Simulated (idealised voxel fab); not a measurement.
Presented below is a process module, voxel gate over fins.
cross-section cut | 255 nm wide | cells 5 nm
In this document a cross-section is written as a grid of square cells. It is given as a series of bands, listed from the top down, and a band is one or more rows of cells.
What a band's entry tells you: where the top is and where the bottom is, as heights in nm, and after that what lies inside, material by material from left to right, each with its width in nm. Empty space is written as the word "empty", and a single material marked with the word "everywhere" occupies the band from edge to edge.
Beneath 0, the wafer as received is one material, and that level is where height counting begins. The lowest band goes on downward without a bottom; it is written like "z 0 and below".
The expression "30..40" gives the width at the extremes of the band, the first number at its top row of cells and the second at its bottom row, with the width changing by equal amounts from each row to the next in between.
It should be understood that the words "remained the same", when stated for a given step, signify that the cross-section underwent no change in any of its cells during that step.
For the entry "Closed cavity list", the listed items are empty spaces with no open way to the top whose size is 8 cells or more; each item follows the pattern width x height at distance, where distance is from the left edge and all three are in nm.
Where a step's line continues beyond its settings, the continuation is a remark by the simulator itself on that step.
If you see "overlay nm" on a step's line and that step has a mask, it's telling you how far right of where it was planned the mask ended up; a negative number means it went left instead.

List of planned process steps
- 1: RECEIVE [material Si]
- 2: CONFORMAL_DEP [material SiN] [thk nm 5]
- 3: DIRECTIONAL_DEP [material aC] [thk nm 10]
- 4: PATTERN [tone cover] [mask id FINS] [material resist] [width nm 15] [pitch nm 50] [thk nm 25] [overlay nm 0]
- 5: DIRECTIONAL_ETCH [etch materials aC] [depth nm 10]
- 6: STRIP [etch materials resist]
- 7: DIRECTIONAL_ETCH [etch materials SiN] [depth nm 5]
- 8: DIRECTIONAL_ETCH [etch materials Si] [depth nm 20]
- 9: STRIP [etch materials aC]
- 10: FILL_DEP [material SiO2] [thk nm 15]
- 11: CMP [height nm 5]
- 12: MASKED_ETCH [tone open] [mask id RAIL] [width nm 15] [etch materials SiO2] [depth nm 30] [overlay nm 0]
- 13: CONFORMAL_DEP [material TiN] [thk nm 5]
- 14: FILL_DEP [material W] [thk nm 10]
- 15: CMP [height nm 5]
- 16: SELECTIVE_ETCH [etch materials W Ru TiN] [depth nm 25]
- 17: FILL_DEP [material SiO2] [thk nm 5]
- 18: CMP [height nm 5]
- 19: SELECTIVE_ETCH [etch materials SiO2] [depth nm 15]
- 20: STRIP [etch materials SiN]
- 21: CONFORMAL_DEP [material HfO2] [thk nm 5]
- 22: CONFORMAL_DEP [material TiN] [thk nm 5]
- 23: CONFORMAL_DEP [material TiAl] [thk nm 5]
- 24: CONFORMAL_DEP [material TiN] [thk nm 5]
- 25: FILL_DEP [material W] [thk nm 15]
- 26: CMP [height nm 30]
- 27: CONFORMAL_DEP [material SiN] [thk nm 5]
Where the wafers of this document differ is in the depth nm of step 8; they start out the same, and the plan states the value that applied to the first wafer.

After step 1, as received: first of several wafers, cross-section
- z 0 and below = Si everywhere
- Closed cavity list: none

At the end of the module, after its last step, step 27, the first of several wafers appears in cross-section as follows
- z 35 to 30 = SiN everywhere
- z 30 to 20 = W everywhere
- z 20 to 15 = W: 50, then TiN: 155, then W: 50
- z 15 to 10 = W: 50, then TiN: 5, then TiAl: 45, then TiN: 5, then TiAl: 45, then TiN: 5, then TiAl: 45, then TiN: 5, then W: 50
- z 10 to 5 = TiN: 55, then TiAl: 5, then TiN: 35, then TiAl: 5, then TiN: 5, then TiAl: 5, then TiN: 35, then TiAl: 5, then TiN: 5, then TiAl: 5, then TiN: 35, then TiAl: 5, then TiN: 55
- z 5 to 0 = TiAl: 60, then TiN: 5, then HfO2: 25, then TiN: 5, then TiAl: 15, then TiN: 5, then HfO2: 25, then TiN: 5, then TiAl: 15, then TiN: 5, then HfO2: 25, then TiN: 5, then TiAl: 60
- z 0 to -5 = TiN: 65, then HfO2: 5, then Si: 15, then HfO2: 5, then TiN: 25, then HfO2: 5, then Si: 15, then HfO2: 5, then TiN: 25, then HfO2: 5, then Si: 15, then HfO2: 5, then TiN: 65
- z -5 to -10 = HfO2: 70, then Si: 15, then HfO2: 35, then Si: 15, then HfO2: 35, then Si: 15, then HfO2: 70
- z -10 to -20 = SiO2: 70, then Si: 15, then SiO2: 35, then Si: 15, then SiO2: 35, then Si: 15, then SiO2: 70
- z -20 and below = Si everywhere
- Closed cavity list: none

End of module, last wafer sectioned
- z 35 to 30 = SiN everywhere
- z 30 to 20 = W everywhere
- z 20 to 15 = W: 50, then TiN: 155, then W: 50
- z 15 to 10 = W: 50, then TiN: 5, then TiAl: 45, then TiN: 5, then TiAl: 45, then TiN: 5, then TiAl: 45, then TiN: 5, then W: 50
- z 10 to 5 = TiN: 55, then TiAl: 5, then TiN: 35, then TiAl: 5, then TiN: 5, then TiAl: 5, then TiN: 35, then TiAl: 5, then TiN: 5, then TiAl: 5, then TiN: 35, then TiAl: 5, then TiN: 55
- z 5 to 0 = TiAl: 60, then TiN: 5, then HfO2: 25, then TiN: 5, then TiAl: 15, then TiN: 5, then HfO2: 25, then TiN: 5, then TiAl: 15, then TiN: 5, then HfO2: 25, then TiN: 5, then TiAl: 60
- z 0 to -5 = TiN: 65, then HfO2: 5, then Si: 15, then HfO2: 5, then TiN: 25, then HfO2: 5, then Si: 15, then HfO2: 5, then TiN: 25, then HfO2: 5, then Si: 15, then HfO2: 5, then TiN: 65
- z -5 to -10 = HfO2: 70, then Si: 15, then HfO2: 35, then Si: 15, then HfO2: 35, then Si: 15, then HfO2: 70
- z -10 to -20 = SiO2: 70, then Si: 15, then SiO2: 35, then Si: 15, then SiO2: 35, then Si: 15, then SiO2: 70
- z -20 to -25 = SiO2: 70, then Si: 15, then SiO2: 10, then TiN: 15, then SiO2: 10, then Si: 15, then SiO2: 35, then Si: 15, then SiO2: 70
- z -25 to -45 = SiO2: 70, then Si: 15, then SiO2: 35, then Si: 15, then SiO2: 35, then Si: 15, then SiO2: 70
- z -45 and below = Si everywhere
- Closed cavity list: none

Below, a row for every wafer. Read it as the end-of-module picture: for each material the wafer shows its cells gained (+) or lost (-) since it was received, and then its closed voids
depth nm 20, +63 HfO2, -168 Si, +51 SiN, +84 SiO2, +63 TiAl, +122 TiN, +142 W, Closed cavity list: none
depth nm 25, +63 HfO2, -210 Si, +51 SiN, +123 SiO2, +63 TiAl, +125 TiN, +142 W, Closed cavity list: none
depth nm 30, +63 HfO2, -252 Si, +51 SiN, +165 SiO2, +63 TiAl, +125 TiN, +142 W, Closed cavity list: none
depth nm 35, +63 HfO2, -294 Si, +51 SiN, +207 SiO2, +63 TiAl, +125 TiN, +142 W, Closed cavity list: none
depth nm 40, +63 HfO2, -336 Si, +51 SiN, +249 SiO2, +63 TiAl, +125 TiN, +142 W, Closed cavity list: none
depth nm 45, +63 HfO2, -378 Si, +51 SiN, +291 SiO2, +63 TiAl, +125 TiN, +142 W, Closed cavity list: none
